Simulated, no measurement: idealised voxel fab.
Process module heading - voxel ribs on slabs
215 nm wide, 5 nm square cells: that's cross-section cut.
Reading order for cross-sections: top band down to bottom band. Underlying form: a grid of square cells. Band size: one or more rows of cells. Quick guide to a band line: top height, bottom height (nm) up front; then every material left to right with its width in nm. Only one material and it's marked "everywhere"? Then it fills the band edge to edge. And "air" just means empty space. Ref level 0: as-received wafer is one material below here. Bottom band extends down with no lower bound ("0 -> down"). A width such as "30..40" changes by the same amount from each row of cells to the next, from the band's top row to its bottom row. "everything unchanged" (step): cross-section cells unchanged, all of them. Empty spaces without an open route to the top, at least 8 cells in extent, make up the entry "Enclosed empty spaces"; each is given as width x height at distance, where the distance is measured from the left edge, and all are in nm. If you see something after the settings on a step's line, that's the simulator's own remark about that step. overlay nm: mask right of planned place by this much (step with mask). Neg. = left.

## So here's the lineup of process steps we planned
- 1: op RECEIVE | material Si
- 2: op DIRECTIONAL_DEP | material SiO2 | thk nm 20
- 3: op DIRECTIONAL_DEP | material SiN | thk nm 25
- 4: op MASKED_ETCH | tone cover | mask id RIB | width nm 30 | etch materials SiN | depth nm 10 | overlay nm 0
- 5: op MASKED_ETCH | tone cover | mask id SLAB | width nm 70 | etch materials SiN | depth nm 15 | overlay nm 0
- 6: op FILL_DEP | material SiO2 | thk nm 20
- 7: op CMP | height nm 55
- 8: op DIRECTIONAL_DEP | material W | thk nm 5
- 9: op MASKED_ETCH | tone cover | mask id HEATER | width nm 40 | etch materials W | depth nm 5 | overlay nm 0
- 10: op CONFORMAL_DEP | material SiO2 | thk nm 5

## Account of the first of two wafers, which was processed as intended

## Cross-sectional view of the wafer in its as-received condition, corresponding to the state after step 1
	0 -> down = Si everywhere
	Enclosed empty spaces: none

## So this is the wafer cross-section right after step 2
	20 -> 0 = SiO2 everywhere
	For the remainder of the cross-section, below 0, there is no change.

## So this is the wafer cross-section right after step 3
	45 -> 20 = SiN everywhere
	For the remainder of the cross-section, below 20, there is no change.

## So this is the wafer cross-section right after step 4
	45 -> 35 = air 90 nm | SiN 30 nm | air 95 nm
	For the remainder of the cross-section, below 35, there is no change.

## So this is the wafer cross-section right after step 5
	45 -> 35 = air 90 nm | SiN 30 nm | air 95 nm
	35 -> 20 = air 70 nm | SiN 70 nm | air 75 nm
	For the remainder of the cross-section, below 20, there is no change.

## So this is the wafer cross-section right after step 6
	65 -> 45 = SiO2 everywhere
	45 -> 35 = SiO2 90 nm | SiN 30 nm | SiO2 95 nm
	35 -> 20 = SiO2 70 nm | SiN 70 nm | SiO2 75 nm
	For the remainder of the cross-section, below 20, there is no change.

## So this is the wafer cross-section right after step 7
	55 -> 45 = SiO2 everywhere
	For the remainder of the cross-section, below 45, there is no change.

## So this is the wafer cross-section right after step 8
	60 -> 55 = W everywhere
	For the remainder of the cross-section, below 55, there is no change.

## So this is the wafer cross-section right after step 9
	60 -> 55 = air 85 nm | W 40 nm | air 90 nm
	For the remainder of the cross-section, below 55, there is no change.

## So this is the wafer cross-section right after step 10
	65 -> 60 = air 80 nm | SiO2 50 nm | air 85 nm
	60 -> 55 = SiO2 85 nm | W 40 nm | SiO2 90 nm
	For the remainder of the cross-section, below 55, there is no change.

## Second wafer, same starting conditions and recipe as the first, one mistake in executing it, nothing differs from the first up to and including step 3

## What the second wafer looks like in cross-section when step 4 should have wrapped up
	45 -> 35 = SiN 90 nm | air 30 nm | SiN 95 nm
	For the remainder of the cross-section, below 35, there is no change.

## What the second wafer looks like in cross-section when step 5 should have wrapped up
	45 -> 35 = air 70 nm | SiN 20 nm | air 30 nm | SiN 20 nm | air 75 nm
	35 -> 30 = air 70 nm | SiN 70 nm | air 75 nm
	For the remainder of the cross-section, below 30, there is no change.

## What the second wafer looks like in cross-section when step 6 should have wrapped up
	65 -> 45 = SiO2 everywhere
	45 -> 35 = SiO2 70 nm | SiN 20 nm | SiO2 30 nm | SiN 20 nm | SiO2 75 nm
	35 -> 30 = SiO2 70 nm | SiN 70 nm | SiO2 75 nm
	For the remainder of the cross-section, below 30, there is no change.

## What the second wafer looks like in cross-section when step 7 should have wrapped up
	55 -> 45 = SiO2 everywhere
	For the remainder of the cross-section, below 45, there is no change.

## What the second wafer looks like in cross-section when step 8 should have wrapped up
	60 -> 55 = W everywhere
	For the remainder of the cross-section, below 55, there is no change.

## What the second wafer looks like in cross-section when step 9 should have wrapped up
	60 -> 55 = air 85 nm | W 40 nm | air 90 nm
	For the remainder of the cross-section, below 55, there is no change.

## What the second wafer looks like in cross-section when step 10 should have wrapped up
	65 -> 60 = air 80 nm | SiO2 50 nm | air 85 nm
	60 -> 55 = SiO2 85 nm | W 40 nm | SiO2 90 nm
	For the remainder of the cross-section, below 55, there is no change.
Plan not followed: step 4 off recipe, ran as op MASKED_ETCH | tone open | mask id RIB | width nm 30 | etch materials SiN | depth nm 10 | overlay nm 0
Count the cells at the end and the second wafer has more or fewer of some materials than the first: +62 SiN; -62 SiO2
